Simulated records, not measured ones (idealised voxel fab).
You're looking at the process module voxel wiring stack.
Each square cell in cross-section cut measures 5 nm, and the section as a whole is 195 nm wide.
Reading order for cross-sections: top band down to bottom band. Underlying form: a grid of square cells. Band size: one or more rows of cells. For a band, the entry starts with two heights in nm, that of the top and then that of the bottom, and carries on with the band's materials in order from left to right, each alongside its width in nm; the word "all across" beside a single material means it fills the band edge to edge, and "air" means empty space. Height reference: 0 = level under which incoming wafer is all one material. Lowest band: no bottom, runs on downward, e.g. "top 0, no bottom". Think of "30 to 40" as a width that walks from the first number to the second as you go down the band, top row to bottom row, taking equal-sized steps from row to row. Step marked "nothing changed"? Then no cell in the cross-section changed in it. Internal closed voids: empty space of 8 cells or more with no open way to the top, each as width x height at its distance from the left edge, in nm. If you see something after the settings on a step's line, that's the simulator's own remark about that step. overlay nm: right-of-plan distance of the mask on a masked step; negative values mean left-of-plan.
Steps in the process plan
1 RECEIVE | material Si
2 CONFORMAL_DEP | material SiO2 | thk nm 10
3 CONFORMAL_DEP | material SiN | thk nm 5
4 DIRECTIONAL_DEP | material SiO2 | thk nm 15
5 DIRECTIONAL_DEP | material aC | thk nm 15
6 PATTERN | tone open | mask id METAL_1 | material resist | width nm 25 | pitch nm 40 | thk nm 35 | overlay nm 0
7 DIRECTIONAL_ETCH | etch materials aC | depth nm 15
8 STRIP | etch materials resist
9 DIRECTIONAL_ETCH | etch materials SiO2 | depth nm 15
10 DIRECTIONAL_ETCH | etch materials SiN | depth nm 5
11 STRIP | etch materials aC
12 CONFORMAL_DEP | material TiN | thk nm 5
13 FILL_DEP | material W | thk nm 10
14 CMP | height nm 30
15 EPI | material Ru | thk nm 5
16 FILL_DEP | material SiCN | thk nm 5
17 DIRECTIONAL_DEP | material lowk | thk nm 15
18 DIRECTIONAL_DEP | material aC | thk nm 10
19 PATTERN | tone open | mask id PLUG_1 | material resist | width nm 15 | pitch nm 40 | thk nm 30 | overlay nm 0
20 DIRECTIONAL_ETCH | etch materials aC | depth nm 10
21 STRIP | etch materials resist
22 DIRECTIONAL_ETCH | etch materials lowk | depth nm 15
23 DIRECTIONAL_ETCH | etch materials SiCN | depth nm 5
24 STRIP | etch materials aC
25 CONFORMAL_DEP | material TiN | thk nm 5
26 FILL_DEP | material W | thk nm 10
27 CMP | height nm 55
28 CONFORMAL_DEP | material SiN | thk nm 5
29 DIRECTIONAL_DEP | material SiO2 | thk nm 20
30 MASKED_ETCH | tone open | mask id METAL_2 | width nm 25 | pitch nm 40 | etch materials SiO2 | depth nm 20 | overlay nm 0
31 MASKED_ETCH | tone open | mask id METAL_2 | width nm 25 | pitch nm 40 | etch materials SiN | depth nm 5 | overlay nm 0
32 CONFORMAL_DEP | material TiN | thk nm 5
33 FILL_DEP | material Cu | thk nm 5
34 CMP | height nm 80
35 CONFORMAL_DEP | material SiCN | thk nm 5
36 DIRECTIONAL_DEP | material SiO2 | thk nm 20
37 DIRECTIONAL_DEP | material aC | thk nm 15
38 PATTERN | tone open | mask id PLUG_2 | material resist | width nm 15 | pitch nm 40 | thk nm 30 | overlay nm 0
39 DIRECTIONAL_ETCH | etch materials aC | depth nm 15
40 STRIP | etch materials resist
41 DIRECTIONAL_ETCH | etch materials SiO2 | depth nm 20
42 DIRECTIONAL_ETCH | etch materials SiCN | depth nm 5
43 STRIP | etch materials aC
44 CONFORMAL_DEP | material TiN | thk nm 5
45 FILL_DEP | material W | thk nm 10
46 CMP | height nm 105
47 DIRECTIONAL_DEP | material TiN | thk nm 5
48 DIRECTIONAL_DEP | material W | thk nm 25
49 PATTERN | tone cover | mask id METAL_3 | material resist | width nm 25 | pitch nm 40 | thk nm 20 | overlay nm 0
50 DIRECTIONAL_ETCH | etch materials W | depth nm 25
51 DIRECTIONAL_ETCH | etch materials TiN | depth nm 5
52 STRIP | etch materials resist
53 FILL_DEP | material lowk | thk nm 5
54 CMP | height nm 135
55 CONFORMAL_DEP | material SiN | thk nm 5
Here's what the wafer looked like in cross-section when it arrived - that's after step 1
- top 0, no bottom: Si all across
- Internal closed voids: none
One mistake in running the module, otherwise start and plan as above: cross-section at the end
- top 140, bottom 135: SiN all across
- top 135, bottom 110: lowk: 45, then W: 25, then lowk: 15, then W: 25, then lowk: 15, then W: 25, then lowk: 45
- top 110, bottom 105: lowk: 45, then TiN: 25, then lowk: 15, then TiN: 25, then lowk: 15, then TiN: 25, then lowk: 45
- top 105, bottom 85: SiO2: 45, then TiN: 5, then W: 5, then TiN: 5, then SiO2: 25, then TiN: 5, then W: 5, then TiN: 5, then SiO2: 25, then TiN: 5, then W: 5, then TiN: 5, then SiO2: 55
- top 85, bottom 80: SiCN: 45, then TiN: 15, then SiCN: 25, then TiN: 15, then SiCN: 25, then TiN: 15, then SiCN: 55
- top 80, bottom 60: SiO2: 45, then TiN: 5, then Cu: 15, then TiN: 5, then SiO2: 15, then TiN: 5, then Cu: 15, then TiN: 5, then SiO2: 15, then TiN: 5, then Cu: 15, then TiN: 5, then SiO2: 45
- top 60, bottom 55: SiN: 45, then TiN: 25, then SiN: 15, then TiN: 25, then SiN: 15, then TiN: 25, then SiN: 45
- top 55, bottom 40: lowk: 45, then TiN: 5, then W: 5, then TiN: 5, then lowk: 25, then TiN: 5, then W: 5, then TiN: 5, then lowk: 25, then TiN: 5, then W: 5, then TiN: 5, then lowk: 55
- top 40, bottom 35: SiCN: 45, then TiN: 15, then SiCN: 25, then TiN: 15, then SiCN: 25, then TiN: 15, then SiCN: 55
- top 35, bottom 30: SiCN: 40, then Ru: 35, then SiCN: 5, then Ru: 35, then SiCN: 5, then Ru: 35, then SiCN: 40
- top 30, bottom 25: SiN: 45, then TiN: 25, then SiN: 15, then TiN: 25, then SiN: 15, then TiN: 25, then SiN: 45
- top 25, bottom 0: SiO2 all across
- top 0, no bottom: Si all across
- Internal closed voids: none
Here's what went sideways: steps 3 and 4 got flipped, so each one ran where the other should have
